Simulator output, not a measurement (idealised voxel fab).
Herein follows the process module entitled voxel ribs on slabs.
The figure presents cross-section cut, which has a width of 160 nm and is divided into square cells with an edge length of 5 nm.
We lay out every cross-section as a grid of square cells and spell it out in bands from the top down, where one band means one or more rows of cells.
Within each band entry, the heights of the top and of the bottom of the band appear first, in that order and in nm; the materials of the band then follow from left to right, each with its corresponding width in nm. The designation "throughout" on a single material indicates that it fills the band from edge to edge; the designation "blank" indicates empty space.
Convention: height 0 is the level below which the wafer, as received, is all one material. The lowest band does not terminate at the bottom but continues downward, represented as "top 0, no bottom".
The two numbers in a width such as "30->40" mark its ends across the band: the first belongs to the top row of cells, the second to the bottom row, and from each row to the next the width moves by the same amount.
No cell of the cross-section changed in a step that is given as "nothing got changed".
"Closed internal cavities" enumerates empty spaces isolated from the top, with no open way to it, that contain at least 8 cells, giving each as width x height at distance from the left edge, all three in nm.
It should be noted that, on the line of a given step, the content following the step's settings is a remark produced by the simulator itself with respect to that step.
Regarding "overlay nm": on a step with a mask, it is the distance the mask lay to the right of its planned place; a negative value places it to the left.
The steps planned for the process are as follows
1) RECEIVE,material Si
2) DIRECTIONAL_DEP,material SiO2,thk nm 20
3) DIRECTIONAL_DEP,material polySi,thk nm 15
4) PATTERN,tone cover,mask id RIB,material resist,width nm 20,thk nm 15,overlay nm 0
5) DIRECTIONAL_ETCH,etch materials polySi,depth nm 5
6) STRIP,etch materials resist
7) PATTERN,tone cover,mask id SLAB,material resist,width nm 60,thk nm 20,overlay nm 0
8) DIRECTIONAL_ETCH,etch materials polySi,depth nm 10
9) STRIP,etch materials resist
10) FILL_DEP,material SiO2,thk nm 25
11) CMP,height nm 50
12) DIRECTIONAL_DEP,material TiN,thk nm 5
13) PATTERN,tone cover,mask id HEATER,material resist,width nm 30,thk nm 15,overlay nm 0
14) DIRECTIONAL_ETCH,etch materials TiN,depth nm 5
15) STRIP,etch materials resist
16) CONFORMAL_DEP,material SiO2,thk nm 10
First of two wafers, with the run carried out as planned
Cross-section of the wafer as it came to us, i.e., already through step 1
	top 0, no bottom: Si throughout
	Closed internal cavities: none
Cross-section of the wafer subsequent to step 2
	top 20, bottom 0: SiO2 throughout
	Under the height 0 nothing was changed.
Cross-section of the wafer subsequent to step 3
	top 35, bottom 20: polySi throughout
	Under the height 20 nothing was changed.
Cross-section of the wafer subsequent to step 4
	top 50, bottom 35: blank 70 nm, resist 20 nm, blank 70 nm
	Under the height 35 nothing was changed.
Cross-section of the wafer subsequent to step 5
	top 50, bottom 35: blank 70 nm, resist 20 nm, blank 70 nm
	top 35, bottom 30: blank 70 nm, polySi 20 nm, blank 70 nm
	Under the height 30 nothing was changed.
Cross-section of the wafer subsequent to step 6
	top 35, bottom 30: blank 70 nm, polySi 20 nm, blank 70 nm
	Under the height 30 nothing was changed.
Cross-section of the wafer subsequent to step 7
	top 55, bottom 35: blank 50 nm, resist 60 nm, blank 50 nm
	top 35, bottom 30: blank 50 nm, resist 20 nm, polySi 20 nm, resist 20 nm, blank 50 nm
	Under the height 30 nothing was changed.
Cross-section of the wafer subsequent to step 8
	top 55, bottom 35: blank 50 nm, resist 60 nm, blank 50 nm
	top 35, bottom 30: blank 50 nm, resist 20 nm, polySi 20 nm, resist 20 nm, blank 50 nm
	top 30, bottom 20: blank 50 nm, polySi 60 nm, blank 50 nm
	Under the height 20 nothing was changed.
Cross-section of the wafer subsequent to step 9
	top 35, bottom 30: blank 70 nm, polySi 20 nm, blank 70 nm
	Under the height 30 nothing was changed.
Cross-section of the wafer subsequent to step 10
	top 60, bottom 35: SiO2 throughout
	top 35, bottom 30: SiO2 70 nm, polySi 20 nm, SiO2 70 nm
	top 30, bottom 20: SiO2 50 nm, polySi 60 nm, SiO2 50 nm
	Under the height 20 nothing was changed.
Cross-section of the wafer subsequent to step 11
	top 50, bottom 35: SiO2 throughout
	Under the height 35 nothing was changed.
Cross-section of the wafer subsequent to step 12
	top 55, bottom 50: TiN throughout
	Under the height 50 nothing was changed.
Cross-section of the wafer subsequent to step 13
	top 70, bottom 55: blank 65 nm, resist 30 nm, blank 65 nm
	Under the height 55 nothing was changed.
Cross-section of the wafer subsequent to step 14
	top 70, bottom 55: blank 65 nm, resist 30 nm, blank 65 nm
	top 55, bottom 50: blank 65 nm, TiN 30 nm, blank 65 nm
	Under the height 50 nothing was changed.
Cross-section of the wafer subsequent to step 15
	top 55, bottom 50: blank 65 nm, TiN 30 nm, blank 65 nm
	Under the height 50 nothing was changed.
Cross-section of the wafer subsequent to step 16
	top 65, bottom 60: blank 55 nm, SiO2 50 nm, blank 55 nm
	top 60, bottom 55: SiO2 throughout
	top 55, bottom 50: SiO2 65 nm, TiN 30 nm, SiO2 65 nm
	Under the height 50 nothing was changed.
Wafer two. Identical start, identical plan. One mistake in execution. Identical history through step 12
Second wafer at the planned finish of step 13, seen in cross-section
	top 70, bottom 55: blank 55 nm, resist 30 nm, blank 75 nm
	Under the height 55 nothing was changed.
Second wafer at the planned finish of step 14, seen in cross-section
	top 70, bottom 55: blank 55 nm, resist 30 nm, blank 75 nm
	top 55, bottom 50: blank 55 nm, TiN 30 nm, blank 75 nm
	Under the height 50 nothing was changed.
Second wafer at the planned finish of step 15, seen in cross-section
	top 55, bottom 50: blank 55 nm, TiN 30 nm, blank 75 nm
	Under the height 50 nothing was changed.
Second wafer at the planned finish of step 16, seen in cross-section
	top 65, bottom 60: blank 45 nm, SiO2 50 nm, blank 65 nm
	top 60, bottom 55: SiO2 throughout
	top 55, bottom 50: SiO2 55 nm, TiN 30 nm, SiO2 75 nm
	Under the height 50 nothing was changed.
What was the processing mistake? step 13 was not run as planned; what actually ran was PATTERN,tone cover,mask id HEATER,material resist,width nm 30,thk nm 15,overlay nm -10
Final wafers compared: equal cell tally per material, rearranged layout.
